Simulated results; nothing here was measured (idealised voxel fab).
The document below concerns the process module designated voxel tone inversion.
FYI the section here is cut, 175 nm wide, cells are 5 nm squares.
Format of a cross-section: grid, square cells. Given as bands. Order: top down. Band: one or more rows of cells. Band: top and bottom heights (nm) first, top before bottom; then materials from left to right, widths in nm. "edge to edge" marks a sole material filling the band edge to edge. "air" denotes empty space. Below 0: as-received wafer, all one material; heights counted from there. Lowest band: no bottom, goes on down, written "top 0, no bottom". A two-number width, for instance "30->40", indicates that the width is equal to the first number in the top row of the band and to the second number in the bottom row, and that it changes by a constant amount per row of cells. Given "no alterations made" for a step, no cell of the cross-section differs between before and after that step. "Fully sealed voids" specifies each empty space that is not open to the top and that occupies no fewer than 8 cells, using the form width x height at distance, the distance measured from the left edge and all three quantities in nm. Where a step's line continues beyond its settings, the continuation is a remark by the simulator itself on that step. "overlay nm" denotes, for a step that has a mask, the displacement of the mask to the right of its planned place, with negative values corresponding to the left.
# Steps planned for the process
1,RECEIVE: material Si
2,CONFORMAL_DEP: material SiN, thk nm 5
3,DIRECTIONAL_DEP: material aC, thk nm 15
4,PATTERN: tone cover, mask id POSTS, material resist, width nm 25, pitch nm 55, thk nm 20, overlay nm 0
5,DIRECTIONAL_ETCH: etch materials aC, depth nm 15
6,STRIP: etch materials resist
7,FILL_DEP: material lowk, thk nm 5
8,CMP: height nm 20
9,STRIP: etch materials aC
10,CONFORMAL_DEP: material TiN, thk nm 5
11,FILL_DEP: material Ru, thk nm 5
12,CMP: height nm 20
13,CONFORMAL_DEP: material SiCN, thk nm 5
# First of two wafers, with the run carried out as planned
# Wafer cross-section on receipt, i.e. after step 1
> top 0, no bottom = Si edge to edge
> Fully sealed voids: none
# Cross-section: wafer state after step 2
> top 5, bottom 0 = SiN edge to edge
> All layers under 0 are left as they were.
# Cross-section: wafer state after step 3
> top 20, bottom 5 = aC edge to edge
> All layers under 5 are left as they were.
# Cross-section: wafer state after step 4
> top 40, bottom 20 = air 20 nm, resist 25 nm, air 30 nm, resist 25 nm, air 30 nm, resist 25 nm, air 20 nm
> All layers under 20 are left as they were.
# Cross-section: wafer state after step 5
> top 25, bottom 20 = air 20 nm, resist 25 nm, air 30 nm, resist 25 nm, air 30 nm, resist 25 nm, air 20 nm
> top 20, bottom 5 = air 20 nm, aC 25 nm, air 30 nm, aC 25 nm, air 30 nm, aC 25 nm, air 20 nm
> All layers under 5 are left as they were.
# Cross-section: wafer state after step 6
> top 20, bottom 5 = air 20 nm, aC 25 nm, air 30 nm, aC 25 nm, air 30 nm, aC 25 nm, air 20 nm
> All layers under 5 are left as they were.
# Cross-section: wafer state after step 7
> top 25, bottom 20 = lowk edge to edge
> top 20, bottom 5 = lowk 20 nm, aC 25 nm, lowk 30 nm, aC 25 nm, lowk 30 nm, aC 25 nm, lowk 20 nm
> All layers under 5 are left as they were.
# Cross-section: wafer state after step 8
> top 20, bottom 5 = lowk 20 nm, aC 25 nm, lowk 30 nm, aC 25 nm, lowk 30 nm, aC 25 nm, lowk 20 nm
> All layers under 5 are left as they were.
# Cross-section: wafer state after step 9
> top 20, bottom 5 = lowk 20 nm, air 25 nm, lowk 30 nm, air 25 nm, lowk 30 nm, air 25 nm, lowk 20 nm
> All layers under 5 are left as they were.
# Cross-section: wafer state after step 10
> top 25, bottom 20 = TiN 25 nm, air 15 nm, TiN 40 nm, air 15 nm, TiN 40 nm, air 15 nm, TiN 25 nm
> top 20, bottom 10 = lowk 20 nm, TiN 5 nm, air 15 nm, TiN 5 nm, lowk 30 nm, TiN 5 nm, air 15 nm, TiN 5 nm, lowk 30 nm, TiN 5 nm, air 15 nm, TiN 5 nm, lowk 20 nm
> top 10, bottom 5 = lowk 20 nm, TiN 25 nm, lowk 30 nm, TiN 25 nm, lowk 30 nm, TiN 25 nm, lowk 20 nm
> All layers under 5 are left as they were.
# Cross-section: wafer state after step 11
> top 30, bottom 25 = Ru edge to edge
> top 25, bottom 20 = TiN 25 nm, Ru 15 nm, TiN 40 nm, Ru 15 nm, TiN 40 nm, Ru 15 nm, TiN 25 nm
> top 20, bottom 10 = lowk 20 nm, TiN 5 nm, Ru 15 nm, TiN 5 nm, lowk 30 nm, TiN 5 nm, Ru 15 nm, TiN 5 nm, lowk 30 nm, TiN 5 nm, Ru 15 nm, TiN 5 nm, lowk 20 nm
> All layers under 10 are left as they were.
# Cross-section: wafer state after step 12
> top 20, bottom 10 = lowk 20 nm, TiN 5 nm, Ru 15 nm, TiN 5 nm, lowk 30 nm, TiN 5 nm, Ru 15 nm, TiN 5 nm, lowk 30 nm, TiN 5 nm, Ru 15 nm, TiN 5 nm, lowk 20 nm
> All layers under 10 are left as they were.
# Cross-section: wafer state after step 13
> top 25, bottom 20 = SiCN edge to edge
> All layers under 20 are left as they were.
# second wafer: like start, like plan, one mistake. Through step 11 it matches the first wafer
# Second wafer profile in section, at the moment step 12 of the plan was meant to be complete
> top 15, bottom 10 = lowk 20 nm, TiN 5 nm, Ru 15 nm, TiN 5 nm, lowk 30 nm, TiN 5 nm, Ru 15 nm, TiN 5 nm, lowk 30 nm, TiN 5 nm, Ru 15 nm, TiN 5 nm, lowk 20 nm
> All layers under 10 are left as they were.
# Second wafer profile in section, at the moment step 13 of the plan was meant to be complete
> top 20, bottom 15 = SiCN edge to edge
> All layers under 15 are left as they were.
Against the plan, the run slipped here: heads up, step 12 didn't go per plan, it actually ran as CMP: height nm 15
The final cell counts differ between the wafers, with the second having more or fewer of some materials than the first: 9 fewer of Ru, 6 fewer of TiN, 20 fewer of lowk
